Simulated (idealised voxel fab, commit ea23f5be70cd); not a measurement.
The document below concerns the process module designated voxel ribs on slabs.
The width of the displayed cross-section, cut, is 155 nm; its cells are square, with a size of 5 nm.
Cross-section, as written here: a square-cell grid given band by band from the top down, where a band holds one or more rows of cells. Band: top and bottom heights (nm) first, top before bottom; then materials from left to right, widths in nm. "all across" marks a sole material filling the band edge to edge. "air" denotes empty space. Zero point of the height axis is 0; under it, received wafer = one material. Lowest band: continues down indefinitely, "0..down". Note: "30..40" means the width goes from the first number (top row of the band) to the second number (bottom row) in equal steps per row of cells. It should be understood that the words "nothing changed", when stated for a given step, signify that the cross-section underwent no change in any of its cells during that step. "Sealed internal cavities" enumerates empty spaces isolated from the top, with no open way to it, that contain at least 8 cells, giving each as width x height at distance from the left edge, all three in nm. Where a step's line continues beyond its settings, the continuation is a remark by the simulator itself on that step. The optional step-line setting "overlay nm" applies to steps with a mask and quantifies how far to the right of its planned location the mask lay, a negative value indicating leftward placement.
[This section lists the process steps that were planned]
step 1: RECEIVE: material Si
step 2: DIRECTIONAL_DEP: material SiO2, thk nm 20
step 3: DIRECTIONAL_DEP: material SiN, thk nm 15
step 4: DIRECTIONAL_DEP: material aC, thk nm 15
step 5: PATTERN: tone cover, mask id RIB, material resist, width nm 30, thk nm 35, overlay nm 0
step 6: DIRECTIONAL_ETCH: etch materials aC, depth nm 15
step 7: STRIP: etch materials resist
step 8: DIRECTIONAL_ETCH: etch materials SiN, depth nm 10
step 9: STRIP: etch materials aC
step 10: MASKED_ETCH: tone cover, mask id SLAB, width nm 90, etch materials SiN, depth nm 5, overlay nm 0
step 11: FILL_DEP: material SiO2, thk nm 15
step 12: CMP: height nm 45
step 13: DIRECTIONAL_DEP: material W, thk nm 5
step 14: MASKED_ETCH: tone cover, mask id HEATER, width nm 40, etch materials W, depth nm 5, overlay nm -15
step 15: CONFORMAL_DEP: material SiN, thk nm 10
varied across the wafers: overlay nm of step 14. The plan shows the first wafer's value. All wafers start alike
[After step 1, as received: first of several wafers, cross-section]
* 0..down: Si all across
* Sealed internal cavities: none
[Cross-sectional representation of the first of several wafers at the end of the module, i.e. after its terminal step, step 15]
* 60..55: air 30  SiN 60  air 65
* 55..50: SiN all across
* 50..45: SiN 40  W 40  SiN 75
* 45..35: SiO2 all across
* 35..25: SiO2 60  SiN 30  SiO2 65
* 25..20: SiO2 30  SiN 90  SiO2 35
* 20..0: SiO2 all across
* 0..down: Si all across
* Sealed internal cavities: none
[Cross-sectional view of the final wafer of several at the module's end]
* 60..55: air 60  SiN 60  air 35
* 55..50: SiN all across
* 50..45: SiN 70  W 40  SiN 45
* 45..35: SiO2 all across
* 35..25: SiO2 60  SiN 30  SiO2 65
* 25..20: SiO2 30  SiN 90  SiO2 35
* 20..0: SiO2 all across
* 0..down: Si all across
* Sealed internal cavities: none
[Per wafer (row), end of module: delta in cells per material since receipt, (+) for gained, (-) for lost; closed voids after that]
overlay nm -15, +96 SiN, +249 SiO2, +8 W, Sealed internal cavities: none
overlay nm -10, +96 SiN, +249 SiO2, +8 W, Sealed internal cavities: none
overlay nm -5, +96 SiN, +249 SiO2, +8 W, Sealed internal cavities: none
overlay nm 0, +96 SiN, +249 SiO2, +8 W, Sealed internal cavities: none
overlay nm 5, +96 SiN, +249 SiO2, +8 W, Sealed internal cavities: none
overlay nm 10, +96 SiN, +249 SiO2, +8 W, Sealed internal cavities: none
overlay nm 15, +96 SiN, +249 SiO2, +8 W, Sealed internal cavities: none
